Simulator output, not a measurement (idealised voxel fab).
Process module heading - voxel gate over fins
In the cross-section labelled cut, the width is 155 nm and each square cell is 5 nm.
Heads up, the way a cross-section reads in here is a grid of square cells, handed over as bands from the top down, with every band being one or more rows of cells.
What a band's entry tells you: where the top is and where the bottom is, as heights in nm, and after that what lies inside, material by material from left to right, each with its width in nm. Empty space is written as the word "blank", and a single material marked with the word "full width" occupies the band from edge to edge.
Below 0: as-received wafer, all one material; heights counted from there. Lowest band: no bottom, goes on down, written "z 0 and below".
The notation "30->40" denotes a width that varies across the rows of cells in the band, beginning at the first number in the top row, finishing at the second number in the bottom row, and changing by an identical amount from each row to the next.
Given "no modifications" for a step, no cell of the cross-section differs between before and after that step.
In "Listed closed voids" the enclosed voids are listed, meaning empty spaces of 8 cells or larger without any opening to the top. The form is width x height at distance, distance from the left edge, units nm.
If you see something after the settings on a step's line, that's the simulator's own remark about that step.
overlay nm: mask right of planned place by this much (step with mask). Neg. = left.
Plan
| 1 | RECEIVE | material Si |
| 2 | CONFORMAL_DEP | material SiN | thk nm 10 |
| 3 | MASKED_ETCH | tone cover | mask id FINS | width nm 15 | pitch nm 55 | etch materials SiN | depth nm 10 | overlay nm 0 |
| 4 | MASKED_ETCH | tone cover | mask id FINS | width nm 15 | pitch nm 55 | etch materials Si | depth nm 35 | overlay nm 0 |
| 5 | FILL_DEP | material SiO2 | thk nm 15 |
| 6 | CMP | height nm 10 |
| 7 | DIRECTIONAL_DEP | material aC | thk nm 10 |
| 8 | PATTERN | tone open | mask id RAIL | material resist | width nm 15 | thk nm 25 | overlay nm 0 |
| 9 | DIRECTIONAL_ETCH | etch materials aC | depth nm 10 |
| 10 | STRIP | etch materials resist |
| 11 | DIRECTIONAL_ETCH | etch materials SiO2 | depth nm 40 |
| 12 | STRIP | etch materials aC |
| 13 | CONFORMAL_DEP | material TiN | thk nm 5 |
| 14 | FILL_DEP | material Ru | thk nm 10 |
| 15 | CMP | height nm 10 |
| 16 | SELECTIVE_ETCH | etch materials W Ru TiN | depth nm 30 |
| 17 | FILL_DEP | material SiO2 | thk nm 5 |
| 18 | CMP | height nm 10 |
| 19 | SELECTIVE_ETCH | etch materials SiO2 | depth nm 25 |
| 20 | STRIP | etch materials SiN |
| 21 | CONFORMAL_DEP | material HfO2 | thk nm 5 |
| 22 | CONFORMAL_DEP | material TiN | thk nm 5 |
| 23 | CONFORMAL_DEP | material TiAl | thk nm 5 |
| 24 | CONFORMAL_DEP | material TiN | thk nm 5 |
| 25 | FILL_DEP | material W | thk nm 10 |
| 26 | CMP | height nm 25 |
| 27 | CONFORMAL_DEP | material SiCN | thk nm 10 |
So this is the incoming wafer in cross-section - it's already been through step 1
- z 0 and below: Si full width
- Listed closed voids: none
First wafer at the end, as planned
- z 35 to 25: SiCN full width
- z 25 to 20: W full width
- z 20 to 15: TiN full width
- z 15 to 10: TiAl=45 / TiN=10 / TiAl=45 / TiN=10 / TiAl=45
- z 10 to 5: TiAl=5 / TiN=35 / TiAl=5 / TiN=10 / TiAl=5 / TiN=35 / TiAl=5 / TiN=10 / TiAl=5 / TiN=35 / TiAl=5
- z 5 to 0: TiAl=5 / TiN=5 / HfO2=25 / TiN=5 / TiAl=5 / TiN=10 / TiAl=5 / TiN=5 / HfO2=25 / TiN=5 / TiAl=5 / TiN=10 / TiAl=5 / TiN=5 / HfO2=25 / TiN=5 / TiAl=5
- z 0 to -5: TiAl=5 / TiN=5 / HfO2=5 / Si=15 / HfO2=5 / TiN=5 / TiAl=20 / TiN=5 / HfO2=5 / Si=15 / HfO2=5 / TiN=5 / TiAl=20 / TiN=5 / HfO2=5 / Si=15 / HfO2=5 / TiN=5 / TiAl=5
- z -5 to -10: TiN=10 / HfO2=5 / Si=15 / HfO2=5 / TiN=30 / HfO2=5 / Si=15 / HfO2=5 / TiN=30 / HfO2=5 / Si=15 / HfO2=5 / TiN=10
- z -10 to -15: HfO2=15 / Si=15 / HfO2=40 / Si=15 / HfO2=40 / Si=15 / HfO2=15
- z -15 to -20: SiO2=15 / Si=15 / SiO2=40 / Si=15 / SiO2=40 / Si=15 / SiO2=15
- z -20 to -25: SiO2=15 / Si=15 / SiO2=10 / TiN=5 / Ru=5 / TiN=5 / SiO2=15 / Si=15 / SiO2=40 / Si=15 / SiO2=15
- z -25 to -30: SiO2=15 / Si=15 / SiO2=10 / TiN=15 / SiO2=15 / Si=15 / SiO2=40 / Si=15 / SiO2=15
- z -30 to -35: SiO2=15 / Si=15 / SiO2=40 / Si=15 / SiO2=40 / Si=15 / SiO2=15
- z -35 and below: Si full width
- Listed closed voids: none
Here is the second of the two wafers cut open at the end of the module - same start, same plan as the first one, but we made one mistake running it
- z 35 to 25: SiCN full width
- z 25 to 20: W full width
- z 20 to 15: TiN full width
- z 15 to 10: TiAl=45 / TiN=10 / TiAl=45 / TiN=10 / TiAl=45
- z 10 to 5: TiAl=5 / TiN=35 / TiAl=5 / TiN=10 / TiAl=5 / TiN=35 / TiAl=5 / TiN=10 / TiAl=5 / TiN=35 / TiAl=5
- z 5 to 0: TiAl=5 / TiN=5 / HfO2=25 / TiN=5 / TiAl=5 / TiN=10 / TiAl=5 / TiN=5 / HfO2=25 / TiN=5 / TiAl=5 / TiN=10 / TiAl=5 / TiN=5 / HfO2=25 / TiN=5 / TiAl=5
- z 0 to -5: TiAl=5 / TiN=5 / HfO2=5 / Si=15 / HfO2=5 / TiN=5 / TiAl=20 / TiN=5 / HfO2=5 / Si=15 / HfO2=5 / TiN=5 / TiAl=20 / TiN=5 / HfO2=5 / Si=15 / HfO2=5 / TiN=5 / TiAl=5
- z -5 to -10: TiN=10 / HfO2=5 / Si=15 / HfO2=5 / TiN=30 / HfO2=5 / Si=15 / HfO2=5 / TiN=30 / HfO2=5 / Si=15 / HfO2=5 / TiN=10
- z -10 to -15: HfO2=15 / Si=15 / HfO2=40 / Si=15 / HfO2=40 / Si=15 / HfO2=15
- z -15 to -20: SiO2=15 / Si=15 / SiO2=40 / Si=15 / SiO2=40 / Si=15 / SiO2=15
- z -20 to -25: SiO2=15 / Si=15 / SiO2=5 / TiN=5 / Ru=15 / TiN=5 / SiO2=10 / Si=15 / SiO2=40 / Si=15 / SiO2=15
- z -25 to -30: SiO2=15 / Si=15 / SiO2=5 / TiN=25 / SiO2=10 / Si=15 / SiO2=40 / Si=15 / SiO2=15
- z -30 to -35: SiO2=15 / Si=15 / SiO2=40 / Si=15 / SiO2=40 / Si=15 / SiO2=15
- z -35 and below: Si full width
- Listed closed voids: none
Error vs. plan: step 8, actual vs plan mismatch, actual run PATTERN | tone open | mask id RAIL | material resist | width nm 25 | thk nm 25 | overlay nm 0
FYI, end of process, the second wafer has more or fewer cells of some materials than the first: Ru: 2 more; SiO2: 4 fewer; TiN: 2 more
